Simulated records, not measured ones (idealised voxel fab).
process module | voxel spacer lines
cross-section cut | 260 nm wide | cells 5 nm
A cross-section is a grid of square cells, given in bands from the top down. A band is one or more rows of cells.
Each band's line starts with the height of the band's top and of its bottom, in nm. Then come its materials from left to right, each with its width in nm. One material with "throughout" fills the band from edge to edge. "air" is empty space.
Height 0 is the level under which the wafer as received is all one material. The lowest band goes on downwards, as in "0 down".
A width such as "30 to 40" changes by the same amount from each row of cells to the next, from the band's top row to its bottom row.
"no change" after a step means that no cell of the cross-section changed.
closed voids: empty space of 8 cells or more with no open way to the top, each as width x height at its distance from the left edge, in nm
after a step's settings: what the simulator itself notes on the step
overlay nm, on a step with a mask: how far to the right of its planned place the mask lay; to the left if negative
plan
1 op RECEIVE | material Si
2 op CONFORMAL_DEP | material Al2O3 | thk nm 10
3 op DIRECTIONAL_DEP | material SiN | thk nm 10
4 op DIRECTIONAL_DEP | material aC | thk nm 25
5 op PATTERN | tone cover | mask id MANDREL | material resist | width nm 25 | pitch nm 70 | thk nm 35 | overlay nm 0
6 op DIRECTIONAL_ETCH | etch materials aC | depth nm 25
7 op STRIP | etch materials resist
8 op CONFORMAL_DEP | material SiO2 | thk nm 10
9 op DIRECTIONAL_ETCH | etch materials SiO2 | depth nm 10
10 op STRIP | etch materials aC
11 op DIRECTIONAL_ETCH | etch materials SiN | depth nm 10
12 op STRIP | etch materials SiO2
as received, after step 1
  0 down: Si throughout
  closed voids: none
first wafer at the end, as planned
  20 to 10: air 35 | SiN 10 | air 25 | SiN 10 | air 25 | SiN 10 | air 25 | SiN 10 | air 25 | SiN 10 | air 25 | SiN 10 | air 40
  10 to 0: Al2O3 throughout
  0 down: Si throughout
  closed voids: none
second wafer at the end: like start, like plan, one mistake
  15 to 5: air 35 | SiN 10 | air 25 | SiN 10 | air 25 | SiN 10 | air 25 | SiN 10 | air 25 | SiN 10 | air 25 | SiN 10 | air 40
  5 to 0: Al2O3 throughout
  0 down: Si throughout
  closed voids: none
what went wrong: step 2 ran as: op CONFORMAL_DEP | material Al2O3 | thk nm 5
at the end the second wafer has, in cells: 52 fewer of Al2O3
